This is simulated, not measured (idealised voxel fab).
The document below concerns the process module designated voxel lift off.
Shown is cross-section cut, with a width of 195 nm and square cells of size 5 nm.
A cross-section is a grid of square cells, given in bands from the top down. A band is one or more rows of cells. This entry defines a band. It first specifies the height of the band's top and the height of its bottom in nm, and then specifies the band's materials from left to right, stating each material with its width in nm. The word "all across" identifies a single material that fills the band from edge to edge, while the word "air" identifies empty space. Below 0: as-received wafer, all one material; heights counted from there. Lowest band: no bottom, goes on down, written "0 nm and below". A width such as "30 to 40" changes by the same amount from each row of cells to the next, from the band's top row to its bottom row. Take "no alterations made" at face value: in the step it is given for, the cross-section changed in none of its cells. The list in "Fully sealed cavities" covers empty spaces of 8 cells or more that cannot reach the top through any open way, and it gives each as width x height at distance; the distance is from the left edge, and width, height and distance are in nm. On a step's line, text after the settings is the simulator commenting on that step. overlay nm: for a step with a mask, the amount by which the mask lay right of where it was planned; a negative amount means left of it.

-- Planned process steps
1 RECEIVE with material Si
2 CONFORMAL_DEP with material SiN, thk nm 10
3 PATTERN with tone open, mask id LINES, material resist, width nm 15, pitch nm 45, thk nm 20, overlay nm 0
4 DIRECTIONAL_DEP with material Ru, thk nm 5
5 STRIP with etch materials resist
6 CONFORMAL_DEP with material SiCN, thk nm 5

-- This is the cross-section of the wafer as we received it, i.e. after step 1
  0 nm and below  Si all across
  Fully sealed cavities: none

-- As-planned run: cross-section of the first of two wafers at end of module
  20 nm to 15 nm  15 air, 25 SiCN, 20 air, 25 SiCN, 20 air, 25 SiCN, 20 air, 25 SiCN, 20 air
  15 nm to 10 nm  20 SiCN, 15 Ru, 30 SiCN, 15 Ru, 30 SiCN, 15 Ru, 30 SiCN, 15 Ru, 25 SiCN
  10 nm to 0 nm  SiN all across
  0 nm and below  Si all across
  Fully sealed cavities: none

-- This is the second of the two wafers, cross-sectioned at the end of the module; it started exactly like the first and was given the same plan, but it was run with one mistake
  20 nm to 15 nm  10 air, 25 SiCN, 20 air, 25 SiCN, 20 air, 25 SiCN, 20 air, 25 SiCN, 25 air
  15 nm to 10 nm  15 SiCN, 15 Ru, 30 SiCN, 15 Ru, 30 SiCN, 15 Ru, 30 SiCN, 15 Ru, 30 SiCN
  10 nm to 0 nm  SiN all across
  0 nm and below  Si all across
  Fully sealed cavities: none
Misprocessing identified: not per plan at step 3, really ran PATTERN with tone open, mask id LINES, material resist, width nm 15, pitch nm 45, thk nm 20, overlay nm -5
Comparing end states, the material composition by cell count is preserved from the first wafer to the second, while the locations of the cells are not.
